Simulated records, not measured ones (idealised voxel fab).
This is a process module. Its name is voxel plated lines.
Section cut is 260 nm wide and gridded with 5 nm square cells.
Think of the cross-section as a grid of square cells. We describe it in bands, top to bottom, and each band covers one or more rows of those cells. Top, bottom (nm), then materials left to right with widths (nm); lone material tagged "throughout" fills the whole band edge to edge; "air" = empty space. Basically, 0 is our baseline, since under it the wafer straight out of the box is all one material. The bottom band has no lower end and keeps on going down, so it looks like "0..down". Per-row width for "30 to 40": begins at first number (top row of band), ends at second number (bottom row), increment between rows held constant. "stayed the same" (step): cross-section cells unchanged, all of them. Closed empty spaces (no open way to the top) of 8 cells or more are what "Unvented voids" lists, each as width x height at distance from the left edge, nm for all three. Where a step's line continues beyond its settings, the continuation is a remark by the simulator itself on that step. A step line may carry the setting "overlay nm", which, for steps involving a mask, states the distance by which the mask lay to the right of its intended position; negative values denote displacement to the left.
**The following list gives the planned process steps**
| 1 | RECEIVE,material Si |
| 2 | CONFORMAL_DEP,material SiO2,thk nm 15 |
| 3 | DIRECTIONAL_DEP,material TiN,thk nm 5 |
| 4 | PATTERN,tone open,mask id LINES,material resist,width nm 20,pitch nm 45,thk nm 25,overlay nm 0 |
| 5 | EPI,material Ru,thk nm 10 |
| 6 | EPI,material Ru,thk nm 5 |
| 7 | STRIP,etch materials resist |
| 8 | DIRECTIONAL_ETCH,etch materials TiN,depth nm 5 |
| 9 | CONFORMAL_DEP,material SiCN,thk nm 10 |
**First wafer of two (run as planned)**
**Delivered wafer in cross-section: state after step 1**
> 0..down = Si throughout
> Unvented voids: none
**after step 2**
> 15..0 = SiO2 throughout
> Heights below 0 show no change.
**after step 3**
> 20..15 = TiN throughout
> Heights below 15 show no change.
**after step 4**
> 45..20 = resist: 95  air: 20  resist: 25  air: 20  resist: 100
> Heights below 20 show no change.
**after step 5**
> 45..30 = resist: 95  air: 20  resist: 25  air: 20  resist: 100
> 30..20 = resist: 95  Ru: 20  resist: 25  Ru: 20  resist: 100
> Heights below 20 show no change.
**after step 6**
> 45..35 = resist: 95  air: 20  resist: 25  air: 20  resist: 100
> 35..20 = resist: 95  Ru: 20  resist: 25  Ru: 20  resist: 100
> Heights below 20 show no change.
**after step 7**
> 35..20 = air: 95  Ru: 20  air: 25  Ru: 20  air: 100
> Heights below 20 show no change.
**after step 8**
> 35..20 = air: 95  Ru: 20  air: 25  Ru: 20  air: 100
> 20..15 = air: 95  TiN: 20  air: 25  TiN: 20  air: 100
> Heights below 15 show no change.
**after step 9**
> 45..35 = air: 85  SiCN: 40  air: 5  SiCN: 40  air: 90
> 35..25 = air: 85  SiCN: 10  Ru: 20  SiCN: 10  air: 5  SiCN: 10  Ru: 20  SiCN: 10  air: 90
> 25..20 = SiCN: 95  Ru: 20  SiCN: 25  Ru: 20  SiCN: 100
> 20..15 = SiCN: 95  TiN: 20  SiCN: 25  TiN: 20  SiCN: 100
> Heights below 15 show no change.
**Wafer two: like wafer one in start and plan, but with one mistake in execution; identical up to and including step 2**
**What the second wafer looks like in cross-section when step 3 should have wrapped up**
> 30..15 = TiN throughout
> Heights below 15 show no change.
**What the second wafer looks like in cross-section when step 4 should have wrapped up**
> 55..30 = resist: 95  air: 20  resist: 25  air: 20  resist: 100
> Heights below 30 show no change.
**What the second wafer looks like in cross-section when step 5 should have wrapped up**
> 55..40 = resist: 95  air: 20  resist: 25  air: 20  resist: 100
> 40..30 = resist: 95  Ru: 20  resist: 25  Ru: 20  resist: 100
> Heights below 30 show no change.
**What the second wafer looks like in cross-section when step 6 should have wrapped up**
> 55..45 = resist: 95  air: 20  resist: 25  air: 20  resist: 100
> 45..30 = resist: 95  Ru: 20  resist: 25  Ru: 20  resist: 100
> Heights below 30 show no change.
**What the second wafer looks like in cross-section when step 7 should have wrapped up**
> 45..30 = air: 95  Ru: 20  air: 25  Ru: 20  air: 100
> Heights below 30 show no change.
**What the second wafer looks like in cross-section when step 8 should have wrapped up**
> 45..30 = air: 95  Ru: 20  air: 25  Ru: 20  air: 100
> 30..25 = air: 95  TiN: 20  air: 25  TiN: 20  air: 100
> Heights below 25 show no change.
**What the second wafer looks like in cross-section when step 9 should have wrapped up**
> 55..45 = air: 85  SiCN: 40  air: 5  SiCN: 40  air: 90
> 45..35 = air: 85  SiCN: 10  Ru: 20  SiCN: 10  air: 5  SiCN: 10  Ru: 20  SiCN: 10  air: 90
> 35..30 = SiCN: 95  Ru: 20  SiCN: 25  Ru: 20  SiCN: 100
> 30..25 = SiCN: 95  TiN: 20  SiCN: 25  TiN: 20  SiCN: 100
> Heights below 25 show no change.
Short version of what went wrong: step 3 did not use the planned setting and instead ran as DIRECTIONAL_DEP,material TiN,thk nm 15
Looking at both finished wafers in cells, the second ends up ahead of or behind the first on some materials: TiN +104
